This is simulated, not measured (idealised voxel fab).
Process module under the name voxel trench capacitor
The width of the displayed cross-section, cut, is 245 nm; its cells are square, with a size of 5 nm.
A cross-section is written here as square cells arranged in a grid, and it is given in bands from the top down, each band taking up one or more rows of cells.
Look at the band entry: it leads with the top's height and the bottom's height in nm. Then it lists the materials left to right, with a width in nm for each. The word "full width" on a single material says that material fills the band edge to edge. The word "empty" is empty space.
Measure heights from 0. That's the level where, below it, the as-received wafer is all one material. The lowest band is bottomless and extends downward; write it as in "z 0 and below".
Read "30 to 40" as a graded width: first number on top, second number at the bottom, same change between each pair of neighbouring rows.
Where the words "remained unchanged" appear for a step, the cross-section shows no cell changed by that step; every cell remained as before.
"Catalogued sealed voids" - sealed voids, min. 8 cells, no opening to top; format: width x height at distance (distance from left edge; nm throughout).
Step line, after settings: the simulator's comment on this step.
What "overlay nm" on a step's line means: if the step has a mask, that mask lay this far to the right of its planned place, or, when the value is negative, to the left.

# The steps planned for the process are as follows
- 1: op RECEIVE | material Si
- 2: op CONFORMAL_DEP | material SiN | thk nm 10
- 3: op PATTERN | tone open | mask id TRENCH | material resist | width nm 25 | pitch nm 55 | thk nm 20 | overlay nm 0
- 4: op DIRECTIONAL_ETCH | etch materials SiN | depth nm 10
- 5: op DIRECTIONAL_ETCH | etch materials Si | depth nm 25
- 6: op STRIP | etch materials resist
- 7: op CONFORMAL_DEP | material Al2O3 | thk nm 5
- 8: op CONFORMAL_DEP | material TiN | thk nm 5
- 9: op FILL_DEP | material W | thk nm 10
- 10: op CMP | height nm 10

# as received, after step 1
z 0 and below: Si full width
Catalogued sealed voids: none

# End-of-module XS, first of two wafers, run as planned
z 10 to 0: SiN 55 nm; Al2O3 5 nm; TiN 5 nm; W 5 nm; TiN 5 nm; Al2O3 5 nm; SiN 30 nm; Al2O3 5 nm; TiN 5 nm; W 5 nm; TiN 5 nm; Al2O3 5 nm; SiN 30 nm; Al2O3 5 nm; TiN 5 nm; W 5 nm; TiN 5 nm; Al2O3 5 nm; SiN 55 nm
z 0 to -15: Si 55 nm; Al2O3 5 nm; TiN 5 nm; W 5 nm; TiN 5 nm; Al2O3 5 nm; Si 30 nm; Al2O3 5 nm; TiN 5 nm; W 5 nm; TiN 5 nm; Al2O3 5 nm; Si 30 nm; Al2O3 5 nm; TiN 5 nm; W 5 nm; TiN 5 nm; Al2O3 5 nm; Si 55 nm
z -15 to -20: Si 55 nm; Al2O3 5 nm; TiN 15 nm; Al2O3 5 nm; Si 30 nm; Al2O3 5 nm; TiN 15 nm; Al2O3 5 nm; Si 30 nm; Al2O3 5 nm; TiN 15 nm; Al2O3 5 nm; Si 55 nm
z -20 to -25: Si 55 nm; Al2O3 25 nm; Si 30 nm; Al2O3 25 nm; Si 30 nm; Al2O3 25 nm; Si 55 nm
z -25 and below: Si full width
Catalogued sealed voids: none

# Here is the second of the two wafers cut open at the end of the module - same start, same plan as the first one, but we made one mistake running it
z 10 to 0: W 45 nm; TiN 5 nm; Al2O3 5 nm; SiN 25 nm; Al2O3 5 nm; TiN 5 nm; W 10 nm; TiN 5 nm; Al2O3 5 nm; SiN 25 nm; Al2O3 5 nm; TiN 5 nm; W 10 nm; TiN 5 nm; Al2O3 5 nm; SiN 25 nm; Al2O3 5 nm; TiN 5 nm; W 45 nm
z 0 to -15: W 45 nm; TiN 5 nm; Al2O3 5 nm; Si 25 nm; Al2O3 5 nm; TiN 5 nm; W 10 nm; TiN 5 nm; Al2O3 5 nm; Si 25 nm; Al2O3 5 nm; TiN 5 nm; W 10 nm; TiN 5 nm; Al2O3 5 nm; Si 25 nm; Al2O3 5 nm; TiN 5 nm; W 45 nm
z -15 to -20: TiN 50 nm; Al2O3 5 nm; Si 25 nm; Al2O3 5 nm; TiN 20 nm; Al2O3 5 nm; Si 25 nm; Al2O3 5 nm; TiN 20 nm; Al2O3 5 nm; Si 25 nm; Al2O3 5 nm; TiN 50 nm
z -20 to -25: Al2O3 55 nm; Si 25 nm; Al2O3 30 nm; Si 25 nm; Al2O3 30 nm; Si 25 nm; Al2O3 55 nm
z -25 and below: Si full width
Catalogued sealed voids: none
Plan not followed: the process deviated at step 3: the operation and settings actually run there were op PATTERN | tone cover | mask id TRENCH | material resist | width nm 25 | pitch nm 55 | thk nm 20 | overlay nm 0
The final cell counts differ between the wafers, with the second having more or fewer of some materials than the first: Al2O3 +19, Si -95, SiN -38, TiN +19, W +95
